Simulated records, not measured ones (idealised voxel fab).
Process module name: voxel air gaps
Cross-sectional view cut (width: 245 nm; square cell size: 5 nm).
Cross-section format: a grid of square cells, given as bands from top to bottom; each band is one or more rows of cells. The entry gives the band's vertical extent as a top height and a bottom height in nm, then its horizontal make-up as materials from left to right, each with a width in nm. "blank" stands for empty space; a single material marked "throughout" fills the band edge to edge. Basically, 0 is our baseline, since under it the wafer straight out of the box is all one material. The bottom band has no lower end and keeps on going down, so it looks like "0 -> down". Think of "30->40" as a width that walks from the first number to the second as you go down the band, top row to bottom row, taking equal-sized steps from row to row. You'll sometimes find "nothing was modified" written for a step, and that's the way of saying that nowhere in the cross-section did a cell change during that step. "Trapped voids" contains a list of empty spaces, each no smaller than 8 cells and without an open way to the top, written in the form width x height at distance with the distance from the left edge and all three in nm. It should be noted that, on the line of a given step, the content following the step's settings is a remark produced by the simulator itself with respect to that step. A step line may carry the setting "overlay nm", which, for steps involving a mask, states the distance by which the mask lay to the right of its intended position; negative values denote displacement to the left.

# The steps planned for the process are as follows
1. RECEIVE, material Si
2. CONFORMAL_DEP, material SiO2, thk nm 10
3. CONFORMAL_DEP, material SiCN, thk nm 5
4. DIRECTIONAL_DEP, material SiO2, thk nm 40
5. MASKED_ETCH, tone open, mask id LINES, width nm 25, pitch nm 50, etch materials SiO2, depth nm 40, overlay nm 0
6. CONFORMAL_DEP, material TiN, thk nm 5
7. FILL_DEP, material W, thk nm 5
8. CMP, height nm 55
9. EPI, material Ru, thk nm 10
10. SELECTIVE_ETCH, etch materials SiO2, depth nm 50
11. CONFORMAL_DEP, material SiCN, thk nm 5

# Delivered wafer in cross-section: state after step 1
> 0 -> down | Si throughout
> Trapped voids: none

# End-of-module cross-section of the first of two wafers, processed as planned
> 70 -> 65 | blank (45) | SiCN (155) | blank (45)
> 65 -> 55 | blank (45) | SiCN (5) | Ru (45) | SiCN (5) | Ru (45) | SiCN (5) | Ru (45) | SiCN (5) | blank (45)
> 55 -> 50 | blank (45) | SiCN (15) | TiN (5) | W (15) | TiN (5) | SiCN (25) | TiN (5) | W (15) | TiN (5) | SiCN (25) | TiN (5) | W (15) | TiN (5) | SiCN (15) | blank (45)
> 50 -> 20 | blank (55) | SiCN (5) | TiN (5) | W (15) | TiN (5) | SiCN (5) | blank (15) | SiCN (5) | TiN (5) | W (15) | TiN (5) | SiCN (5) | blank (15) | SiCN (5) | TiN (5) | W (15) | TiN (5) | SiCN (5) | blank (55)
> 20 -> 15 | SiCN (60) | TiN (25) | SiCN (25) | TiN (25) | SiCN (25) | TiN (25) | SiCN (60)
> 15 -> 10 | SiCN throughout
> 10 -> 0 | SiO2 throughout
> 0 -> down | Si throughout
> Trapped voids: 15 x 30 at 90; 15 x 30 at 140

# Cross-section, second wafer: same start as the first, same plan as the first, one mistake in running it; taken at the end of the module
> 70 -> 65 | blank (45) | SiCN (160) | blank (40)
> 65 -> 55 | blank (45) | SiCN (5) | Ru (150) | SiCN (5) | blank (40)
> 55 -> 50 | blank (45) | SiCN (15) | TiN (5) | W (20) | TiN (5) | SiO2 (20) | TiN (5) | W (20) | TiN (5) | SiO2 (20) | TiN (5) | W (20) | TiN (5) | SiCN (15) | blank (40)
> 50 -> 20 | blank (55) | SiCN (5) | TiN (5) | W (20) | TiN (5) | SiO2 (20) | TiN (5) | W (20) | TiN (5) | SiO2 (20) | TiN (5) | W (20) | TiN (5) | SiCN (5) | blank (50)
> 20 -> 15 | SiCN (60) | TiN (30) | SiO2 (20) | TiN (30) | SiO2 (20) | TiN (30) | SiCN (55)
> 15 -> 10 | SiCN throughout
> 10 -> 0 | SiO2 throughout
> 0 -> down | Si throughout
> Trapped voids: none
Nonconformance to the process plan: for step 5, the planned setting was not used; the step was instead run as MASKED_ETCH, tone open, mask id LINES, width nm 30, pitch nm 50, etch materials SiO2, depth nm 40, overlay nm 0
In the final state, the cell counts of the second wafer exceed or fall short of those of the first for the following materials: 6 more of Ru, 48 fewer of SiCN, 64 more of SiO2, 3 more of TiN, 21 more of W
Final count of closed voids per wafer: 2 in the first, 0 in the second.
